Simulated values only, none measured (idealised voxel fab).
process module | voxel air gaps
cross-section cut | 170 nm wide | cells 5 nm
A cross-section is a grid of square cells, given in bands from the top down. A band is one or more rows of cells.
Each band's line starts with the height of the band's top and of its bottom, in nm. Then come its materials from left to right, each with its width in nm. One material with "throughout" fills the band from edge to edge. "air" is empty space.
Height 0 is the level under which the wafer as received is all one material. The lowest band goes on downwards, as in "0 down".
A width such as "30 to 40" changes by the same amount from each row of cells to the next, from the band's top row to its bottom row.
"no change" after a step means that no cell of the cross-section changed.
closed voids: empty space of 8 cells or more with no open way to the top, each as width x height at its distance from the left edge, in nm
after a step's settings: what the simulator itself notes on the step
overlay nm, on a step with a mask: how far to the right of its planned place the mask lay; to the left if negative
plan
1 op RECEIVE | material Si
2 op CONFORMAL_DEP | material SiO2 | thk nm 15
3 op CONFORMAL_DEP | material SiCN | thk nm 5
4 op DIRECTIONAL_DEP | material lowk | thk nm 35
5 op MASKED_ETCH | tone open | mask id LINES | width nm 20 | pitch nm 50 | etch materials lowk | depth nm 35 | overlay nm 0
6 op CONFORMAL_DEP | material TiN | thk nm 5
7 op FILL_DEP | material Ru | thk nm 5
8 op CMP | height nm 55
9 op EPI | material Ru | thk nm 10
10 op SELECTIVE_ETCH | etch materials lowk | depth nm 45
11 op CONFORMAL_DEP | material SiCN | thk nm 5
as received, after step 1
  0 down: Si throughout
  closed voids: none
first wafer at the end, as planned
  70 to 65: air 10 | SiCN 150 | air 10
  65 to 55: air 10 | SiCN 5 | Ru 40 | SiCN 10 | Ru 40 | SiCN 10 | Ru 40 | SiCN 5 | air 10
  55 to 50: air 10 | SiCN 15 | TiN 5 | Ru 10 | TiN 5 | SiCN 30 | TiN 5 | Ru 10 | TiN 5 | SiCN 30 | TiN 5 | Ru 10 | TiN 5 | SiCN 15 | air 10
  50 to 25: air 20 | SiCN 5 | TiN 5 | Ru 10 | TiN 5 | SiCN 5 | air 20 | SiCN 5 | TiN 5 | Ru 10 | TiN 5 | SiCN 5 | air 20 | SiCN 5 | TiN 5 | Ru 10 | TiN 5 | SiCN 5 | air 20
  25 to 20: SiCN 25 | TiN 20 | SiCN 30 | TiN 20 | SiCN 30 | TiN 20 | SiCN 25
  20 to 15: SiCN throughout
  15 to 0: SiO2 throughout
  0 down: Si throughout
  closed voids: 20 x 25 at 50; 20 x 25 at 100
second wafer at the end: like start, like plan, one mistake
  70 to 65: SiCN throughout
  65 to 55: Ru throughout
  55 to 50: TiN 30 | Ru 10 | TiN 40 | Ru 10 | TiN 40 | Ru 10 | TiN 30
  50 to 20: lowk 25 | TiN 5 | Ru 10 | TiN 5 | lowk 30 | TiN 5 | Ru 10 | TiN 5 | lowk 30 | TiN 5 | Ru 10 | TiN 5 | lowk 25
  20 to 15: lowk 25 | TiN 20 | lowk 30 | TiN 20 | lowk 30 | TiN 20 | lowk 25
  15 to 0: SiO2 throughout
  0 down: Si throughout
  closed voids: none
what went wrong: step 3 was left out
at the end the second wafer has, in cells: 26 more of Ru | 112 fewer of SiCN | 28 more of TiN | 154 more of lowk
closed voids at the end (first wafer, second wafer): 2, 0
